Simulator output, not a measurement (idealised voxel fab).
process module | voxel released beams
cross-section cut | 215 nm wide | cells 5 nm
A cross-section is a grid of square cells, given in bands from the top down. A band is one or more rows of cells.
Each band's line starts with the height of the band's top and of its bottom, in nm. Then come its materials from left to right, each with its width in nm. One material with "throughout" fills the band from edge to edge. "air" is empty space.
Height 0 is the level under which the wafer as received is all one material. The lowest band goes on downwards, as in "0 down".
A width such as "30 to 40" changes by the same amount from each row of cells to the next, from the band's top row to its bottom row.
"no change" after a step means that no cell of the cross-section changed.
closed voids: empty space of 8 cells or more with no open way to the top, each as width x height at its distance from the left edge, in nm
after a step's settings: what the simulator itself notes on the step
overlay nm, on a step with a mask: how far to the right of its planned place the mask lay; to the left if negative
plan
1 op RECEIVE | material Si
2 op CONFORMAL_DEP | material Al2O3 | thk nm 5
3 op DIRECTIONAL_DEP | material SiO2 | thk nm 10
4 op PATTERN | tone open | mask id ANCHOR | material resist | width nm 45 | thk nm 20 | overlay nm 0
5 op DIRECTIONAL_ETCH | etch materials SiO2 | depth nm 10
6 op STRIP | etch materials resist
7 op CONFORMAL_DEP | material W | thk nm 15
8 op MASKED_ETCH | tone cover | mask id BEAM | width nm 130 | etch materials W | depth nm 15 | overlay nm 0
9 op STRIP | etch materials SiO2
varied across the wafers: thk nm of step 2. The plan shows the first wafer's value. All wafers start alike
first wafer as received, after step 1
  0 down: Si throughout
  closed voids: none
first wafer at the end, after step 9
  30 to 20: air 40 | W 20 | air 15 | W 95 | air 45
  20 to 15: air 40 | W 130 | air 45
  15 to 5: air 45 | W 45 | air 125
  5 to 0: Al2O3 throughout
  0 down: Si throughout
  closed voids: none
last wafer at the end
  45 to 35: air 40 | W 20 | air 15 | W 95 | air 45
  35 to 30: air 40 | W 130 | air 45
  30 to 20: air 45 | W 45 | air 125
  20 to 0: Al2O3 throughout
  0 down: Si throughout
  closed voids: none
each wafer at the end: cells of each material gained (+) or lost (-) since it was received, then its closed voids
thk nm 5 | +43 Al2O3 | +90 W | closed voids: none
thk nm 10 | +86 Al2O3 | +90 W | closed voids: none
thk nm 15 | +129 Al2O3 | +90 W | closed voids: none
thk nm 20 | +172 Al2O3 | +90 W | closed voids: none
